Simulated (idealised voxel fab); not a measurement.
This section sets out a process module, namely voxel capacitor over wiring.
The cross-section shown here is cut; it is 285 nm wide and divided into square cells measuring 5 nm on a side.
Cross-section layout: square cells on a grid; listed as bands, top to bottom; a band spans one or more cell rows.
Heights first: top, then bottom, in nm. Then materials, left to right, each with a width in nm. "full width" on a single material: fills the band edge to edge. "air": empty space.
Heights are reckoned from 0. Under this level, the received wafer is all of one material. The bottommost band is open-ended downward, for example "0 nm and below".
Width: "30 to 40" (first number = top row, second number = bottom row, same change from row to row of cells).
"nothing changed" after a step means that no cell of the cross-section changed.
Enclosed voids (no open way to top), threshold 8 cells or more, entry "Encapsulated voids", notation width x height at distance, distance from left edge, nm.
Anything after a step's settings on that line? It's the simulator's own note about the step.
overlay nm: for a step with a mask, the amount by which the mask lay right of where it was planned; a negative amount means left of it.

### Steps in the process plan
1: RECEIVE with material Si
2: CONFORMAL_DEP with material SiO2, thk nm 15
3: CONFORMAL_DEP with material SiN, thk nm 5
4: DIRECTIONAL_DEP with material SiO2, thk nm 20
5: MASKED_ETCH with tone open, mask id METAL_1, width nm 25, pitch nm 80, etch materials SiO2, depth nm 20, overlay nm 0
6: MASKED_ETCH with tone open, mask id METAL_1, width nm 25, pitch nm 80, etch materials SiN, depth nm 5, overlay nm 0
7: CONFORMAL_DEP with material TiN, thk nm 5
8: FILL_DEP with material W, thk nm 5
9: CMP with height nm 40
10: CONFORMAL_DEP with material SiCN, thk nm 5
11: DIRECTIONAL_DEP with material SiO2, thk nm 20
12: PATTERN with tone open, mask id PLUG_1, material resist, width nm 15, thk nm 20, overlay nm 0
13: DIRECTIONAL_ETCH with etch materials SiO2, depth nm 20
14: DIRECTIONAL_ETCH with etch materials SiCN, depth nm 5
15: STRIP with etch materials resist
16: CONFORMAL_DEP with material TiN, thk nm 5
17: FILL_DEP with material Ru, thk nm 10
18: CMP with height nm 65
19: DIRECTIONAL_DEP with material TiN, thk nm 5
20: DIRECTIONAL_DEP with material HfO2, thk nm 5
21: DIRECTIONAL_DEP with material TiN, thk nm 5
22: DIRECTIONAL_DEP with material aC, thk nm 15
23: PATTERN with tone cover, mask id UPPER_PLATE, material resist, width nm 60, thk nm 35, overlay nm 0
24: DIRECTIONAL_ETCH with etch materials aC, depth nm 15
25: STRIP with etch materials resist
26: DIRECTIONAL_ETCH with etch materials TiN, depth nm 5
27: DIRECTIONAL_ETCH with etch materials HfO2, depth nm 5
28: STRIP with etch materials aC
29: DIRECTIONAL_DEP with material aC, thk nm 15
30: PATTERN with tone cover, mask id LOWER_PLATE, material resist, width nm 70, thk nm 30, overlay nm 0
31: DIRECTIONAL_ETCH with etch materials aC, depth nm 15
32: STRIP with etch materials resist
33: DIRECTIONAL_ETCH with etch materials TiN, depth nm 5
34: STRIP with etch materials aC
35: FILL_DEP with material SiO2, thk nm 20
36: CMP with height nm 95
37: PATTERN with tone open, mask id PLUG_2, material resist, width nm 15, thk nm 20, overlay nm 0
38: DIRECTIONAL_ETCH with etch materials SiO2, depth nm 15
39: STRIP with etch materials resist
40: CONFORMAL_DEP with material TiN, thk nm 5
41: FILL_DEP with material Cu, thk nm 10
42: CMP with height nm 95
43: CONFORMAL_DEP with material SiN, thk nm 5

### Incoming wafer in cross-section (state: after step 1)
- 0 nm and below = Si full width
- Encapsulated voids: none

### Module complete, cross-section. Starting point and plan per above. One mistake made in running the module
- 100 nm to 95 nm = SiN full width
- 95 nm to 90 nm = SiO2=100, TiN=60, SiO2=125
- 90 nm to 85 nm = SiO2=100, HfO2=60, SiO2=125
- 85 nm to 80 nm = SiO2=95, TiN=70, SiO2=120
- 80 nm to 70 nm = Ru full width
- 70 nm to 65 nm = TiN=105, Ru=5, TiN=175
- 65 nm to 45 nm = SiO2=100, TiN=5, Ru=5, TiN=5, SiO2=170
- 45 nm to 40 nm = SiCN=100, TiN=15, SiCN=170
- 40 nm to 20 nm = SiO2=90, TiN=5, W=15, TiN=5, SiO2=55, TiN=5, W=15, TiN=5, SiO2=90
- 20 nm to 15 nm = SiN=90, TiN=25, SiN=55, TiN=25, SiN=90
- 15 nm to 0 nm = SiO2 full width
- 0 nm and below = Si full width
- Encapsulated voids: none
Deviation from plan: no execution of plan step 18; skipped
